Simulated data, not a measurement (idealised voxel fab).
Process module under the name voxel released beams
Xsec cut, 275 nm wide, square cell size 5 nm.
Format of a cross-section: grid, square cells. Given as bands. Order: top down. Band: one or more rows of cells. Per band: top height and bottom height in nm, followed by the left-to-right materials and their widths in nm; "throughout" marks a single material spanning edge to edge, "empty" marks empty space. Height is counted from the level 0, under which the received wafer is composed throughout of one material. The lowest of the bands is not closed at the bottom but continues downward, in the notation "0..down". When a width is written as two numbers, as in "30..40", the first number is the width in the top row of cells of the band and the second is the width in its bottom row, and the width changes by the same amount from each row to the next. Step note "nothing different" = no cross-section cell changed. Entry "Sealed internal voids". Content: empty spaces with no open connection to the top, size 8 cells or greater. Each: width x height at distance. Distance: from left edge. Unit: nm. The remark found on a step's line after its settings is issued by the simulator itself and pertains to that step. "overlay nm", when on a step's line for a step with a mask, measures how far to the right of its planned place the mask lay; a negative measure means to the left.

PLANNED STEP LIST FOR THE PROCESS
| 1 | RECEIVE (material Si) |
| 2 | CONFORMAL_DEP (material Al2O3; thk nm 10) |
| 3 | DIRECTIONAL_DEP (material SiO2; thk nm 15) |
| 4 | MASKED_ETCH (tone open; mask id ANCHOR; width nm 25; etch materials SiO2; depth nm 15; overlay nm 0) |
| 5 | CONFORMAL_DEP (material SiN; thk nm 10) |
| 6 | MASKED_ETCH (tone cover; mask id BEAM; width nm 105; etch materials SiN; depth nm 10; overlay nm 0) |
| 7 | STRIP (etch materials SiO2) |

FIRST OF TWO WAFERS - AS PLANNED

RECEIVED-STATE CROSS-SECTION, REFLECTING COMPLETION OF STEP 1
> 0..down = Si throughout
> Sealed internal voids: none

THE WAFER IN CROSS-SECTION ONCE STEP 2 IS COMPLETE
> 10..0 = Al2O3 throughout
> At heights below 0, the structure remains unaltered.

THE WAFER IN CROSS-SECTION ONCE STEP 3 IS COMPLETE
> 25..10 = SiO2 throughout
> At heights below 10, the structure remains unaltered.

THE WAFER IN CROSS-SECTION ONCE STEP 4 IS COMPLETE
> 25..10 = SiO2: 85 | empty: 25 | SiO2: 165
> At heights below 10, the structure remains unaltered.

THE WAFER IN CROSS-SECTION ONCE STEP 5 IS COMPLETE
> 35..25 = SiN: 95 | empty: 5 | SiN: 175
> 25..20 = SiO2: 85 | SiN: 10 | empty: 5 | SiN: 10 | SiO2: 165
> 20..10 = SiO2: 85 | SiN: 25 | SiO2: 165
> At heights below 10, the structure remains unaltered.

THE WAFER IN CROSS-SECTION ONCE STEP 6 IS COMPLETE
> 35..25 = empty: 80 | SiN: 15 | empty: 5 | SiN: 85 | empty: 90
> At heights below 25, the structure remains unaltered.

THE WAFER IN CROSS-SECTION ONCE STEP 7 IS COMPLETE
> 35..25 = empty: 80 | SiN: 15 | empty: 5 | SiN: 85 | empty: 90
> 25..20 = empty: 85 | SiN: 10 | empty: 5 | SiN: 10 | empty: 165
> 20..10 = empty: 85 | SiN: 25 | empty: 165
> At heights below 10, the structure remains unaltered.

NOTES, SECOND WAFER: START = FIRST WAFER'S, PLAN = FIRST WAFER'S, EXECUTION HAD ONE MISTAKE; HISTORY IDENTICAL TO FIRST THROUGH STEP 3

CROSS-SECTION, SECOND WAFER, AT THE END TIME THE PLAN GIVES FOR STEP 4
> 25..10 = SiO2: 90 | empty: 25 | SiO2: 160
> At heights below 10, the structure remains unaltered.

CROSS-SECTION, SECOND WAFER, AT THE END TIME THE PLAN GIVES FOR STEP 5
> 35..25 = SiN: 100 | empty: 5 | SiN: 170
> 25..20 = SiO2: 90 | SiN: 10 | empty: 5 | SiN: 10 | SiO2: 160
> 20..10 = SiO2: 90 | SiN: 25 | SiO2: 160
> At heights below 10, the structure remains unaltered.

CROSS-SECTION, SECOND WAFER, AT THE END TIME THE PLAN GIVES FOR STEP 6
> 35..25 = empty: 80 | SiN: 20 | empty: 5 | SiN: 80 | empty: 90
> At heights below 25, the structure remains unaltered.

CROSS-SECTION, SECOND WAFER, AT THE END TIME THE PLAN GIVES FOR STEP 7
> 35..25 = empty: 80 | SiN: 20 | empty: 5 | SiN: 80 | empty: 90
> 25..20 = empty: 90 | SiN: 10 | empty: 5 | SiN: 10 | empty: 160
> 20..10 = empty: 90 | SiN: 25 | empty: 160
> At heights below 10, the structure remains unaltered.
Against the plan, the run slipped here: step 4: run off-plan, actual operation and settings MASKED_ETCH (tone open; mask id ANCHOR; width nm 25; etch materials SiO2; depth nm 15; overlay nm 5)
Tallied in cells, the final second wafer holds each material in the same quantity as the first, although not at the same places.
